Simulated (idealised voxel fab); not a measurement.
This section sets out a process module, namely voxel lift off.
We display cut, a cross-section 165 nm in width whose square cells are each 5 nm.
Cross-section = grid of square cells, listed top down in bands; band = one or more rows. Band entry format. Leading values: height of top, height of bottom, nm. Remainder: materials in left-to-right order, each with its width in nm. Special words: "everywhere" on a single material, which then fills the band edge to edge; "blank", empty space. Heights are reckoned from 0. Under this level, the received wafer is all of one material. The bottommost band is open-ended downward, for example "0 nm and below". A width such as "30 to 40" changes by the same amount from each row of cells to the next, from the band's top row to its bottom row. Key: "no alterations made" - step with no changed cell in the cross-section. What "Unvented voids" gives you is every empty space of 8 cells or more that is cut off from the top. Each appears as width x height at distance, with the distance taken from the left edge and width, height and distance all in nm. Step line, after settings: the simulator's comment on this step. overlay nm: how far to the right of its planned place the mask lay on this masked step (negative: to the left).

Process steps - plan
- 1: op RECEIVE | material Si
- 2: op CONFORMAL_DEP | material Al2O3 | thk nm 5
- 3: op PATTERN | tone open | mask id LINES | material resist | width nm 15 | pitch nm 45 | thk nm 20 | overlay nm 0
- 4: op DIRECTIONAL_DEP | material Ru | thk nm 5
- 5: op STRIP | etch materials resist
- 6: op CONFORMAL_DEP | material SiCN | thk nm 5

First wafer out of two, processed as planned

Shown in cross-section is the wafer as received, that is, as it stands after step 1
* 0 nm and below | Si everywhere
* Unvented voids: none

How the wafer stands in section after step 2
* 5 nm to 0 nm | Al2O3 everywhere
* Anything lower than 0 is untouched.

How the wafer stands in section after step 3
* 25 nm to 5 nm | 50 resist / 15 blank / 30 resist / 15 blank / 55 resist
* Anything lower than 5 is untouched.

How the wafer stands in section after step 4
* 30 nm to 25 nm | 50 Ru / 15 blank / 30 Ru / 15 blank / 55 Ru
* 25 nm to 10 nm | 50 resist / 15 blank / 30 resist / 15 blank / 55 resist
* 10 nm to 5 nm | 50 resist / 15 Ru / 30 resist / 15 Ru / 55 resist
* Anything lower than 5 is untouched.

How the wafer stands in section after step 5
* 10 nm to 5 nm | 50 blank / 15 Ru / 30 blank / 15 Ru / 55 blank
* Anything lower than 5 is untouched.

How the wafer stands in section after step 6
* 15 nm to 10 nm | 45 blank / 25 SiCN / 20 blank / 25 SiCN / 50 blank
* 10 nm to 5 nm | 50 SiCN / 15 Ru / 30 SiCN / 15 Ru / 55 SiCN
* Anything lower than 5 is untouched.

Second Wafer (Identical Start and Plan, One Processing Error; Matches First Wafer Through Step 4)

At the planned end of step 5, the second wafer in cross-section
* 10 nm to 5 nm | 50 blank / 15 Ru / 30 blank / 15 Ru / 55 blank
* Anything lower than 5 is untouched.

At the planned end of step 6, the second wafer in cross-section
* 15 nm to 10 nm | 45 blank / 25 SiCN / 20 blank / 25 SiCN / 50 blank
* 10 nm to 5 nm | 50 SiCN / 15 Ru / 30 SiCN / 15 Ru / 55 SiCN
* Anything lower than 5 is untouched.
Short version of what went wrong: step 5 from the plan got run twice
Honestly, by the end the two wafers have the same cross-section, so the mistake just doesn't show up in what this model computes.
